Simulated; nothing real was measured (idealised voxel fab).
Documented hereafter: the process module known as voxel wiring stack.
The cross-section shown here is cut; it is 195 nm wide and divided into square cells measuring 5 nm on a side.
A cross-section is written here as square cells arranged in a grid, and it is given in bands from the top down, each band taking up one or more rows of cells.
Top height, bottom height, nm. Materials left to right, width each, nm. Single material + "full width" = fills band edge to edge. "air" = empty.
Measure heights from 0. That's the level where, below it, the as-received wafer is all one material. The lowest band is bottomless and extends downward; write it as in "0..down".
A width given as "30 to 40" starts at the first number in the band's top row and ends at the second number in its bottom row, shifting by an equal amount at every step from row to row.
Reading "no alteration" for a step: not a cell of the cross-section changed in it.
"Fully sealed voids": sealed empty spaces, 8 cells or more, no open way to top, listed width x height at distance, with distance from the left edge and width, height and distance in nm.
Post-settings text on a step line: simulator's own remark regarding the step.
"overlay nm" answers the question of how far to the right of plan the mask lay on a step that has a mask, and when it is negative the answer is to the left.

**These are the steps we planned for the process**
step 1: RECEIVE with material Si
step 2: CONFORMAL_DEP with material SiO2, thk nm 15
step 3: CONFORMAL_DEP with material SiN, thk nm 5
step 4: DIRECTIONAL_DEP with material SiO2, thk nm 25
step 5: DIRECTIONAL_DEP with material aC, thk nm 10
step 6: PATTERN with tone open, mask id METAL_1, material resist, width nm 25, pitch nm 45, thk nm 25, overlay nm 0
step 7: DIRECTIONAL_ETCH with etch materials aC, depth nm 10
step 8: STRIP with etch materials resist
step 9: DIRECTIONAL_ETCH with etch materials SiO2, depth nm 25
step 10: DIRECTIONAL_ETCH with etch materials SiN, depth nm 5
step 11: STRIP with etch materials aC
step 12: CONFORMAL_DEP with material TiN, thk nm 5
step 13: FILL_DEP with material Ru, thk nm 5
step 14: CMP with height nm 45
step 15: EPI with material Ru, thk nm 5
step 16: FILL_DEP with material SiCN, thk nm 5
step 17: DIRECTIONAL_DEP with material SiO2, thk nm 30
step 18: DIRECTIONAL_DEP with material aC, thk nm 15
step 19: PATTERN with tone open, mask id METAL_2, material resist, width nm 25, pitch nm 45, thk nm 30, overlay nm 0
step 20: DIRECTIONAL_ETCH with etch materials aC, depth nm 15
step 21: STRIP with etch materials resist
step 22: DIRECTIONAL_ETCH with etch materials SiO2, depth nm 15
step 23: STRIP with etch materials aC
step 24: DIRECTIONAL_DEP with material aC, thk nm 10
step 25: PATTERN with tone open, mask id METAL_2_HOLES, material resist, width nm 15, pitch nm 90, thk nm 30, overlay nm 0
step 26: DIRECTIONAL_ETCH with etch materials aC, depth nm 10
step 27: STRIP with etch materials resist
step 28: DIRECTIONAL_ETCH with etch materials SiO2, depth nm 15
step 29: DIRECTIONAL_ETCH with etch materials SiCN, depth nm 5
step 30: STRIP with etch materials aC
step 31: CONFORMAL_DEP with material TiN, thk nm 5
step 32: FILL_DEP with material Cu, thk nm 5
step 33: CMP with height nm 85
step 34: CONFORMAL_DEP with material SiCN, thk nm 5
step 35: DIRECTIONAL_DEP with material lowk, thk nm 10
step 36: DIRECTIONAL_DEP with material aC, thk nm 15
step 37: PATTERN with tone open, mask id PLUG_2, material resist, width nm 15, pitch nm 45, thk nm 30, overlay nm 0
step 38: DIRECTIONAL_ETCH with etch materials aC, depth nm 15
step 39: STRIP with etch materials resist
step 40: DIRECTIONAL_ETCH with etch materials lowk, depth nm 10
step 41: DIRECTIONAL_ETCH with etch materials SiCN, depth nm 5
step 42: STRIP with etch materials aC
step 43: CONFORMAL_DEP with material TiN, thk nm 5
step 44: FILL_DEP with material Ru, thk nm 10
step 45: CMP with height nm 100
step 46: DIRECTIONAL_DEP with material TiN, thk nm 5
step 47: DIRECTIONAL_DEP with material W, thk nm 15
step 48: MASKED_ETCH with tone cover, mask id METAL_3, width nm 25, pitch nm 45, etch materials W, depth nm 15, overlay nm -15
step 49: MASKED_ETCH with tone cover, mask id METAL_3, width nm 25, pitch nm 45, etch materials TiN, depth nm 5, overlay nm 0
step 50: CONFORMAL_DEP with material SiN, thk nm 5
step 51: FILL_DEP with material lowk, thk nm 5
step 52: CMP with height nm 120
step 53: CONFORMAL_DEP with material SiN, thk nm 5
Variable across wafers: step 48 overlay nm (plan value is that of the first wafer; starting state common to all).

**First wafer of several, as received: cross-section after step 1**
> 0..down | Si full width
> Fully sealed voids: none

**Post step 53, the closing step of the module: first of several wafers, cross-sectioned**
> 125..120 | SiN full width
> 120..110 | lowk: 20 / SiN: 5 / W: 25 / SiN: 5 / lowk: 10 / SiN: 5 / W: 25 / SiN: 5 / lowk: 10 / SiN: 5 / W: 25 / SiN: 5 / lowk: 50
> 110..105 | lowk: 20 / SiN: 5 / W: 25 / SiN: 20 / W: 25 / SiN: 20 / W: 25 / SiN: 20 / lowk: 35
> 105..100 | SiN: 25 / TiN: 40 / SiN: 5 / TiN: 40 / SiN: 5 / TiN: 40 / SiN: 40
> 100..90 | lowk: 40 / TiN: 5 / Ru: 5 / TiN: 5 / lowk: 30 / TiN: 5 / Ru: 5 / TiN: 5 / lowk: 30 / TiN: 5 / Ru: 5 / TiN: 5 / lowk: 50
> 90..85 | SiCN: 40 / TiN: 15 / SiCN: 30 / TiN: 15 / SiCN: 30 / TiN: 15 / SiCN: 50
> 85..75 | SiO2: 40 / TiN: 5 / Cu: 15 / TiN: 5 / SiO2: 20 / TiN: 5 / Cu: 15 / TiN: 5 / SiO2: 20 / TiN: 5 / Cu: 15 / TiN: 5 / SiO2: 40
> 75..70 | SiO2: 40 / TiN: 5 / Cu: 5 / TiN: 15 / SiO2: 20 / TiN: 25 / SiO2: 20 / TiN: 5 / Cu: 5 / TiN: 15 / SiO2: 40
> 70..55 | SiO2: 40 / TiN: 5 / Cu: 5 / TiN: 5 / SiO2: 75 / TiN: 5 / Cu: 5 / TiN: 5 / SiO2: 50
> 55..50 | SiCN: 40 / TiN: 15 / SiCN: 75 / TiN: 15 / SiCN: 50
> 50..45 | SiCN: 35 / Ru: 35 / SiCN: 10 / Ru: 35 / SiCN: 10 / Ru: 35 / SiCN: 35
> 45..20 | SiO2: 40 / TiN: 5 / Ru: 15 / TiN: 5 / SiO2: 20 / TiN: 5 / Ru: 15 / TiN: 5 / SiO2: 20 / TiN: 5 / Ru: 15 / TiN: 5 / SiO2: 40
> 20..15 | SiN: 40 / TiN: 25 / SiN: 20 / TiN: 25 / SiN: 20 / TiN: 25 / SiN: 40
> 15..0 | SiO2 full width
> 0..down | Si full width
> Fully sealed voids: none

**Cross-section, last wafer, module completion**
> 125..120 | SiN full width
> 120..110 | lowk: 50 / SiN: 5 / W: 25 / SiN: 5 / lowk: 10 / SiN: 5 / W: 25 / SiN: 5 / lowk: 10 / SiN: 5 / W: 25 / SiN: 5 / lowk: 20
> 110..105 | lowk: 35 / SiN: 20 / W: 25 / SiN: 20 / W: 25 / SiN: 20 / W: 25 / SiN: 5 / lowk: 20
> 105..100 | SiN: 40 / TiN: 40 / SiN: 5 / TiN: 40 / SiN: 5 / TiN: 40 / SiN: 25
> 100..90 | lowk: 40 / TiN: 5 / Ru: 5 / TiN: 5 / lowk: 30 / TiN: 5 / Ru: 5 / TiN: 5 / lowk: 30 / TiN: 5 / Ru: 5 / TiN: 5 / lowk: 50
> 90..85 | SiCN: 40 / TiN: 15 / SiCN: 30 / TiN: 15 / SiCN: 30 / TiN: 15 / SiCN: 50
> 85..75 | SiO2: 40 / TiN: 5 / Cu: 15 / TiN: 5 / SiO2: 20 / TiN: 5 / Cu: 15 / TiN: 5 / SiO2: 20 / TiN: 5 / Cu: 15 / TiN: 5 / SiO2: 40
> 75..70 | SiO2: 40 / TiN: 5 / Cu: 5 / TiN: 15 / SiO2: 20 / TiN: 25 / SiO2: 20 / TiN: 5 / Cu: 5 / TiN: 15 / SiO2: 40
> 70..55 | SiO2: 40 / TiN: 5 / Cu: 5 / TiN: 5 / SiO2: 75 / TiN: 5 / Cu: 5 / TiN: 5 / SiO2: 50
> 55..50 | SiCN: 40 / TiN: 15 / SiCN: 75 / TiN: 15 / SiCN: 50
> 50..45 | SiCN: 35 / Ru: 35 / SiCN: 10 / Ru: 35 / SiCN: 10 / Ru: 35 / SiCN: 35
> 45..20 | SiO2: 40 / TiN: 5 / Ru: 15 / TiN: 5 / SiO2: 20 / TiN: 5 / Ru: 15 / TiN: 5 / SiO2: 20 / TiN: 5 / Ru: 15 / TiN: 5 / SiO2: 40
> 20..15 | SiN: 40 / TiN: 25 / SiN: 20 / TiN: 25 / SiN: 20 / TiN: 25 / SiN: 40
> 15..0 | SiO2 full width
> 0..down | Si full width
> Fully sealed voids: none

**wafer rows; end of module; cells per material since receipt: (+) gained, (-) lost; then closed voids**
overlay nm -15; +26 Cu; +72 Ru; +81 SiCN; +103 SiN; +408 SiO2; +133 TiN; +45 W; +107 lowk; Fully sealed voids: none
overlay nm -10; +26 Cu; +72 Ru; +81 SiCN; +105 SiN; +408 SiO2; +130 TiN; +45 W; +108 lowk; Fully sealed voids: none
overlay nm -5; +26 Cu; +72 Ru; +81 SiCN; +105 SiN; +408 SiO2; +127 TiN; +45 W; +111 lowk; Fully sealed voids: none
overlay nm 0; +26 Cu; +72 Ru; +81 SiCN; +105 SiN; +408 SiO2; +124 TiN; +45 W; +114 lowk; Fully sealed voids: none
overlay nm 5; +26 Cu; +72 Ru; +81 SiCN; +105 SiN; +408 SiO2; +127 TiN; +45 W; +111 lowk; Fully sealed voids: none
overlay nm 10; +26 Cu; +72 Ru; +81 SiCN; +105 SiN; +408 SiO2; +130 TiN; +45 W; +108 lowk; Fully sealed voids: none
overlay nm 15; +26 Cu; +72 Ru; +81 SiCN; +103 SiN; +408 SiO2; +133 TiN; +45 W; +107 lowk; Fully sealed voids: none
